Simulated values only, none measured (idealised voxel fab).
Process module in this document: voxel capacitor over wiring
Displayed cross-section: cut, width of 255 nm, square cells sized 5 nm.
Notation: cross-section as square-cell grid; stated in bands, top first, going down; one or more cell rows per band.
Top height, bottom height, nm. Materials left to right, width each, nm. Single material + "all across" = fills band edge to edge. "blank" = empty.
Measure heights from 0. That's the level where, below it, the as-received wafer is all one material. The lowest band is bottomless and extends downward; write it as in "0 nm and below".
Read "30..40" as a graded width: first number on top, second number at the bottom, same change between each pair of neighbouring rows.
The designation "remains unaltered", where it is given for a processing step, indicates that no cell of the cross-section was altered in the course of that step.
The entry titled "Enclosed void catalog" provides the empty spaces that have no open way to the top, restricted to those of 8 cells or more. Each is presented as width x height at distance, the distance being measured from the left edge, with all three in nm.
Past the settings on a step's line: simulator remark, on that step.
"overlay nm" on a masked step: distance the mask lay right of its planned place, negative for left.

# Process steps foreseen in the plan
1) RECEIVE: material Si
2) CONFORMAL_DEP: material SiO2, thk nm 10
3) CONFORMAL_DEP: material SiN, thk nm 5
4) DIRECTIONAL_DEP: material SiO2, thk nm 20
5) PATTERN: tone open, mask id METAL_1, material resist, width nm 30, pitch nm 80, thk nm 15, overlay nm 0
6) DIRECTIONAL_ETCH: etch materials SiO2, depth nm 20
7) DIRECTIONAL_ETCH: etch materials SiN, depth nm 5
8) STRIP: etch materials resist
9) CONFORMAL_DEP: material TiN, thk nm 5
10) FILL_DEP: material Ru, thk nm 5
11) CMP: height nm 35
12) EPI: material Ru, thk nm 5
13) FILL_DEP: material SiCN, thk nm 5
14) DIRECTIONAL_DEP: material lowk, thk nm 10
15) PATTERN: tone open, mask id PLUG_1, material resist, width nm 15, thk nm 15, overlay nm 0
16) DIRECTIONAL_ETCH: etch materials lowk, depth nm 10
17) DIRECTIONAL_ETCH: etch materials SiCN, depth nm 5
18) STRIP: etch materials resist
19) EPI: material Ru, thk nm 10
20) EPI: material Ru, thk nm 5
21) DIRECTIONAL_DEP: material TiN, thk nm 5
22) DIRECTIONAL_DEP: material SiN, thk nm 5
23) DIRECTIONAL_DEP: material TiN, thk nm 10
24) DIRECTIONAL_DEP: material aC, thk nm 10
25) PATTERN: tone cover, mask id UPPER_PLATE, material resist, width nm 55, thk nm 25, overlay nm 0
26) DIRECTIONAL_ETCH: etch materials aC, depth nm 10
27) STRIP: etch materials resist
28) DIRECTIONAL_ETCH: etch materials TiN, depth nm 10
29) DIRECTIONAL_ETCH: etch materials SiN, depth nm 5
30) STRIP: etch materials aC
31) PATTERN: tone cover, mask id LOWER_PLATE, material resist, width nm 65, thk nm 20, overlay nm 0
32) DIRECTIONAL_ETCH: etch materials TiN, depth nm 5
33) STRIP: etch materials resist
34) FILL_DEP: material SiO2, thk nm 15
35) CMP: height nm 85
36) DIRECTIONAL_DEP: material aC, thk nm 10
37) PATTERN: tone open, mask id PLUG_2, material resist, width nm 15, thk nm 30, overlay nm 0
38) DIRECTIONAL_ETCH: etch materials aC, depth nm 10
39) STRIP: etch materials resist
40) DIRECTIONAL_ETCH: etch materials SiO2, depth nm 10
41) STRIP: etch materials aC
42) CONFORMAL_DEP: material TiN, thk nm 5
43) FILL_DEP: material Ru, thk nm 5
44) CMP: height nm 85
45) CONFORMAL_DEP: material SiN, thk nm 5

# Concerning the first of two wafers, which was run in accordance with the plan

# Wafer cross-section on receipt, i.e. after step 1
	0 nm and below: Si all across
	Enclosed void catalog: none

# after step 2
	10 nm to 0 nm: SiO2 all across
	Whatever lies below 0 is exactly as it was before.

# after step 3
	15 nm to 10 nm: SiN all across
	Whatever lies below 10 is exactly as it was before.

# after step 4
	35 nm to 15 nm: SiO2 all across
	Whatever lies below 15 is exactly as it was before.

# after step 5
	50 nm to 35 nm: 70 resist, 30 blank, 50 resist, 30 blank, 75 resist
	Whatever lies below 35 is exactly as it was before.

# after step 6
	50 nm to 35 nm: 70 resist, 30 blank, 50 resist, 30 blank, 75 resist
	35 nm to 15 nm: 70 SiO2, 30 blank, 50 SiO2, 30 blank, 75 SiO2
	Whatever lies below 15 is exactly as it was before.

# after step 7
	50 nm to 35 nm: 70 resist, 30 blank, 50 resist, 30 blank, 75 resist
	35 nm to 15 nm: 70 SiO2, 30 blank, 50 SiO2, 30 blank, 75 SiO2
	15 nm to 10 nm: 70 SiN, 30 blank, 50 SiN, 30 blank, 75 SiN
	Whatever lies below 10 is exactly as it was before.

# after step 8
	35 nm to 15 nm: 70 SiO2, 30 blank, 50 SiO2, 30 blank, 75 SiO2
	Whatever lies below 15 is exactly as it was before.

# after step 9
	40 nm to 35 nm: 75 TiN, 20 blank, 60 TiN, 20 blank, 80 TiN
	35 nm to 15 nm: 70 SiO2, 5 TiN, 20 blank, 5 TiN, 50 SiO2, 5 TiN, 20 blank, 5 TiN, 75 SiO2
	15 nm to 10 nm: 70 SiN, 30 TiN, 50 SiN, 30 TiN, 75 SiN
	Whatever lies below 10 is exactly as it was before.

# after step 10
	45 nm to 40 nm: Ru all across
	40 nm to 35 nm: 75 TiN, 20 Ru, 60 TiN, 20 Ru, 80 TiN
	35 nm to 15 nm: 70 SiO2, 5 TiN, 20 Ru, 5 TiN, 50 SiO2, 5 TiN, 20 Ru, 5 TiN, 75 SiO2
	Whatever lies below 15 is exactly as it was before.

# after step 11
	35 nm to 15 nm: 70 SiO2, 5 TiN, 20 Ru, 5 TiN, 50 SiO2, 5 TiN, 20 Ru, 5 TiN, 75 SiO2
	Whatever lies below 15 is exactly as it was before.

# after step 12
	40 nm to 35 nm: 65 blank, 40 Ru, 40 blank, 40 Ru, 70 blank
	Whatever lies below 35 is exactly as it was before.

# after step 13
	45 nm to 40 nm: SiCN all across
	40 nm to 35 nm: 65 SiCN, 40 Ru, 40 SiCN, 40 Ru, 70 SiCN
	Whatever lies below 35 is exactly as it was before.

# after step 14
	55 nm to 45 nm: lowk all across
	Whatever lies below 45 is exactly as it was before.

# after step 15
	70 nm to 55 nm: 85 resist, 15 blank, 155 resist
	Whatever lies below 55 is exactly as it was before.

# after step 16
	70 nm to 55 nm: 85 resist, 15 blank, 155 resist
	55 nm to 45 nm: 85 lowk, 15 blank, 155 lowk
	Whatever lies below 45 is exactly as it was before.

# after step 17
	70 nm to 55 nm: 85 resist, 15 blank, 155 resist
	55 nm to 45 nm: 85 lowk, 15 blank, 155 lowk
	45 nm to 40 nm: 85 SiCN, 15 blank, 155 SiCN
	Whatever lies below 40 is exactly as it was before.

# after step 18
	55 nm to 45 nm: 85 lowk, 15 blank, 155 lowk
	Whatever lies below 45 is exactly as it was before.

# after step 19
	55 nm to 50 nm: 85 lowk, 15 blank, 155 lowk
	50 nm to 45 nm: 85 lowk, 15 Ru, 155 lowk
	45 nm to 40 nm: 85 SiCN, 15 Ru, 155 SiCN
	Whatever lies below 40 is exactly as it was before.

# after step 20
	55 nm to 45 nm: 85 lowk, 15 Ru, 155 lowk
	Whatever lies below 45 is exactly as it was before.

# after step 21
	60 nm to 55 nm: TiN all across
	Whatever lies below 55 is exactly as it was before.

# after step 22
	65 nm to 60 nm: SiN all across
	Whatever lies below 60 is exactly as it was before.

# after step 23
	75 nm to 65 nm: TiN all across
	Whatever lies below 65 is exactly as it was before.

# after step 24
	85 nm to 75 nm: aC all across
	Whatever lies below 75 is exactly as it was before.

# after step 25
	110 nm to 85 nm: 85 blank, 55 resist, 115 blank
	Whatever lies below 85 is exactly as it was before.

# after step 26
	100 nm to 85 nm: 85 blank, 55 resist, 115 blank
	85 nm to 75 nm: 85 blank, 55 aC, 115 blank
	Whatever lies below 75 is exactly as it was before.

# after step 27
	85 nm to 75 nm: 85 blank, 55 aC, 115 blank
	Whatever lies below 75 is exactly as it was before.

# after step 28
	85 nm to 75 nm: 85 blank, 55 aC, 115 blank
	75 nm to 65 nm: 85 blank, 55 TiN, 115 blank
	Whatever lies below 65 is exactly as it was before.

# after step 29
	85 nm to 75 nm: 85 blank, 55 aC, 115 blank
	75 nm to 65 nm: 85 blank, 55 TiN, 115 blank
	65 nm to 60 nm: 85 blank, 55 SiN, 115 blank
	Whatever lies below 60 is exactly as it was before.

# after step 30
	75 nm to 65 nm: 85 blank, 55 TiN, 115 blank
	Whatever lies below 65 is exactly as it was before.

# after step 31
	95 nm to 75 nm: 80 blank, 65 resist, 110 blank
	75 nm to 65 nm: 80 blank, 5 resist, 55 TiN, 5 resist, 110 blank
	65 nm to 60 nm: 80 blank, 5 resist, 55 SiN, 5 resist, 110 blank
	Whatever lies below 60 is exactly as it was before.

# after step 32
	95 nm to 75 nm: 80 blank, 65 resist, 110 blank
	75 nm to 65 nm: 80 blank, 5 resist, 55 TiN, 5 resist, 110 blank
	65 nm to 60 nm: 80 blank, 5 resist, 55 SiN, 5 resist, 110 blank
	60 nm to 55 nm: 80 blank, 65 TiN, 110 blank
	Whatever lies below 55 is exactly as it was before.

# after step 33
	75 nm to 65 nm: 85 blank, 55 TiN, 115 blank
	65 nm to 60 nm: 85 blank, 55 SiN, 115 blank
	Whatever lies below 60 is exactly as it was before.

# after step 34
	90 nm to 75 nm: SiO2 all across
	75 nm to 65 nm: 85 SiO2, 55 TiN, 115 SiO2
	65 nm to 60 nm: 85 SiO2, 55 SiN, 115 SiO2
	60 nm to 55 nm: 80 SiO2, 65 TiN, 110 SiO2
	Whatever lies below 55 is exactly as it was before.

# after step 35
	85 nm to 75 nm: SiO2 all across
	Whatever lies below 75 is exactly as it was before.

# after step 36
	95 nm to 85 nm: aC all across
	Whatever lies below 85 is exactly as it was before.

# after step 37
	125 nm to 95 nm: 95 resist, 15 blank, 145 resist
	Whatever lies below 95 is exactly as it was before.

# after step 38
	115 nm to 95 nm: 95 resist, 15 blank, 145 resist
	95 nm to 85 nm: 95 aC, 15 blank, 145 aC
	Whatever lies below 85 is exactly as it was before.

# after step 39
	95 nm to 85 nm: 95 aC, 15 blank, 145 aC
	Whatever lies below 85 is exactly as it was before.

# after step 40
	95 nm to 85 nm: 95 aC, 15 blank, 145 aC
	85 nm to 75 nm: 95 SiO2, 15 blank, 145 SiO2
	Whatever lies below 75 is exactly as it was before.

# after step 41
	85 nm to 75 nm: 95 SiO2, 15 blank, 145 SiO2
	Whatever lies below 75 is exactly as it was before.

# after step 42
	90 nm to 85 nm: 100 TiN, 5 blank, 150 TiN
	85 nm to 80 nm: 95 SiO2, 5 TiN, 5 blank, 5 TiN, 145 SiO2
	80 nm to 75 nm: 95 SiO2, 15 TiN, 145 SiO2
	Whatever lies below 75 is exactly as it was before.

# after step 43
	95 nm to 90 nm: Ru all across
	90 nm to 85 nm: 100 TiN, 5 Ru, 150 TiN
	85 nm to 80 nm: 95 SiO2, 5 TiN, 5 Ru, 5 TiN, 145 SiO2
	Whatever lies below 80 is exactly as it was before.

# after step 44
	85 nm to 80 nm: 95 SiO2, 5 TiN, 5 Ru, 5 TiN, 145 SiO2
	Whatever lies below 80 is exactly as it was before.

# after step 45
	90 nm to 85 nm: SiN all across
	Whatever lies below 85 is exactly as it was before.

# The Second Wafer: Common Origin and Plan, One Mistake in Execution, Identical to the First Through Step 19

# Second wafer, section view, time point: scheduled end of step 20
	60 nm to 55 nm: 85 TiN, 15 blank, 155 TiN
	55 nm to 50 nm: 85 lowk, 15 TiN, 155 lowk
	Whatever lies below 50 is exactly as it was before.

# Second wafer, section view, time point: scheduled end of step 21
	65 nm to 60 nm: 90 Ru, 5 blank, 160 Ru
	60 nm to 55 nm: 85 TiN, 15 Ru, 155 TiN
	Whatever lies below 55 is exactly as it was before.

# Second wafer, section view, time point: scheduled end of step 22
	70 nm to 65 nm: 90 SiN, 5 blank, 160 SiN
	65 nm to 60 nm: 90 Ru, 5 SiN, 160 Ru
	Whatever lies below 60 is exactly as it was before.

# Second wafer, section view, time point: scheduled end of step 23
	80 nm to 75 nm: 90 TiN, 5 blank, 160 TiN
	75 nm to 70 nm: TiN all across
	70 nm to 65 nm: 90 SiN, 5 TiN, 160 SiN
	Whatever lies below 65 is exactly as it was before.

# Second wafer, section view, time point: scheduled end of step 24
	90 nm to 85 nm: 90 aC, 5 blank, 160 aC
	85 nm to 80 nm: aC all across
	80 nm to 75 nm: 90 TiN, 5 aC, 160 TiN
	Whatever lies below 75 is exactly as it was before.

# Second wafer, section view, time point: scheduled end of step 25
	115 nm to 90 nm: 85 blank, 55 resist, 115 blank
	90 nm to 85 nm: 90 aC, 5 resist, 160 aC
	Whatever lies below 85 is exactly as it was before.

# Second wafer, section view, time point: scheduled end of step 26
	105 nm to 90 nm: 85 blank, 55 resist, 115 blank
	90 nm to 85 nm: 85 blank, 5 aC, 5 resist, 45 aC, 115 blank
	85 nm to 80 nm: 85 blank, 55 aC, 115 blank
	Whatever lies below 80 is exactly as it was before.

# Second wafer, section view, time point: scheduled end of step 27
	90 nm to 85 nm: 85 blank, 5 aC, 5 blank, 45 aC, 115 blank
	Whatever lies below 85 is exactly as it was before.

# Second wafer, section view, time point: scheduled end of step 28
	90 nm to 85 nm: 85 blank, 5 aC, 5 blank, 45 aC, 115 blank
	85 nm to 80 nm: 85 blank, 55 aC, 115 blank
	80 nm to 75 nm: 85 blank, 5 TiN, 5 aC, 45 TiN, 115 blank
	75 nm to 70 nm: 85 blank, 55 TiN, 115 blank
	Whatever lies below 70 is exactly as it was before.

# Second wafer, section view, time point: scheduled end of step 29
	90 nm to 85 nm: 85 blank, 5 aC, 5 blank, 45 aC, 115 blank
	85 nm to 80 nm: 85 blank, 55 aC, 115 blank
	80 nm to 75 nm: 85 blank, 5 TiN, 5 aC, 45 TiN, 115 blank
	75 nm to 70 nm: 85 blank, 55 TiN, 115 blank
	70 nm to 65 nm: 85 blank, 5 SiN, 5 TiN, 45 SiN, 115 blank
	Whatever lies below 65 is exactly as it was before.

# Second wafer, section view, time point: scheduled end of step 30
	80 nm to 75 nm: 85 blank, 5 TiN, 5 blank, 45 TiN, 115 blank
	Whatever lies below 75 is exactly as it was before.

# Second wafer, section view, time point: scheduled end of step 31
	100 nm to 80 nm: 80 blank, 65 resist, 110 blank
	80 nm to 75 nm: 80 blank, 5 resist, 5 TiN, 5 resist, 45 TiN, 5 resist, 110 blank
	75 nm to 70 nm: 80 blank, 5 resist, 55 TiN, 5 resist, 110 blank
	70 nm to 65 nm: 80 blank, 5 resist, 5 SiN, 5 TiN, 45 SiN, 5 resist, 110 blank
	Whatever lies below 65 is exactly as it was before.

Second wafer, section view, time point: scheduled end of step 32: remains unaltered

# Second wafer, section view, time point: scheduled end of step 33
	80 nm to 75 nm: 85 blank, 5 TiN, 5 blank, 45 TiN, 115 blank
	75 nm to 70 nm: 85 blank, 55 TiN, 115 blank
	70 nm to 65 nm: 85 blank, 5 SiN, 5 TiN, 45 SiN, 115 blank
	Whatever lies below 65 is exactly as it was before.

# Second wafer, section view, time point: scheduled end of step 34
	95 nm to 80 nm: SiO2 all across
	80 nm to 75 nm: 85 SiO2, 5 TiN, 5 SiO2, 45 TiN, 115 SiO2
	75 nm to 70 nm: 85 SiO2, 55 TiN, 115 SiO2
	70 nm to 65 nm: 85 SiO2, 5 SiN, 5 TiN, 45 SiN, 115 SiO2
	Whatever lies below 65 is exactly as it was before.

# Second wafer, section view, time point: scheduled end of step 35
	85 nm to 80 nm: SiO2 all across
	Whatever lies below 80 is exactly as it was before.

# Second wafer, section view, time point: scheduled end of step 36
	95 nm to 85 nm: aC all across
	Whatever lies below 85 is exactly as it was before.

# Second wafer, section view, time point: scheduled end of step 37
	125 nm to 95 nm: 95 resist, 15 blank, 145 resist
	Whatever lies below 95 is exactly as it was before.

# Second wafer, section view, time point: scheduled end of step 38
	115 nm to 95 nm: 95 resist, 15 blank, 145 resist
	95 nm to 85 nm: 95 aC, 15 blank, 145 aC
	Whatever lies below 85 is exactly as it was before.

# Second wafer, section view, time point: scheduled end of step 39
	95 nm to 85 nm: 95 aC, 15 blank, 145 aC
	Whatever lies below 85 is exactly as it was before.

# Second wafer, section view, time point: scheduled end of step 40
	95 nm to 85 nm: 95 aC, 15 blank, 145 aC
	85 nm to 80 nm: 95 SiO2, 15 blank, 145 SiO2
	Whatever lies below 80 is exactly as it was before.

# Second wafer, section view, time point: scheduled end of step 41
	85 nm to 80 nm: 95 SiO2, 15 blank, 145 SiO2
	Whatever lies below 80 is exactly as it was before.

# Second wafer, section view, time point: scheduled end of step 42
	90 nm to 85 nm: 100 TiN, 5 blank, 150 TiN
	85 nm to 80 nm: 95 SiO2, 15 TiN, 145 SiO2
	Whatever lies below 80 is exactly as it was before.

# Second wafer, section view, time point: scheduled end of step 43
	95 nm to 90 nm: Ru all across
	90 nm to 85 nm: 100 TiN, 5 Ru, 150 TiN
	Whatever lies below 85 is exactly as it was before.

# Second wafer, section view, time point: scheduled end of step 44
	85 nm to 80 nm: 95 SiO2, 15 TiN, 145 SiO2
	Whatever lies below 80 is exactly as it was before.

# Second wafer, section view, time point: scheduled end of step 45
	90 nm to 85 nm: SiN all across
	Whatever lies below 85 is exactly as it was before.
Here's what went sideways: steps 20 and 21 run out of order (swapped)
at the end the second wafer has, in cells: 49 more of Ru; 85 fewer of SiO2; 36 more of TiN
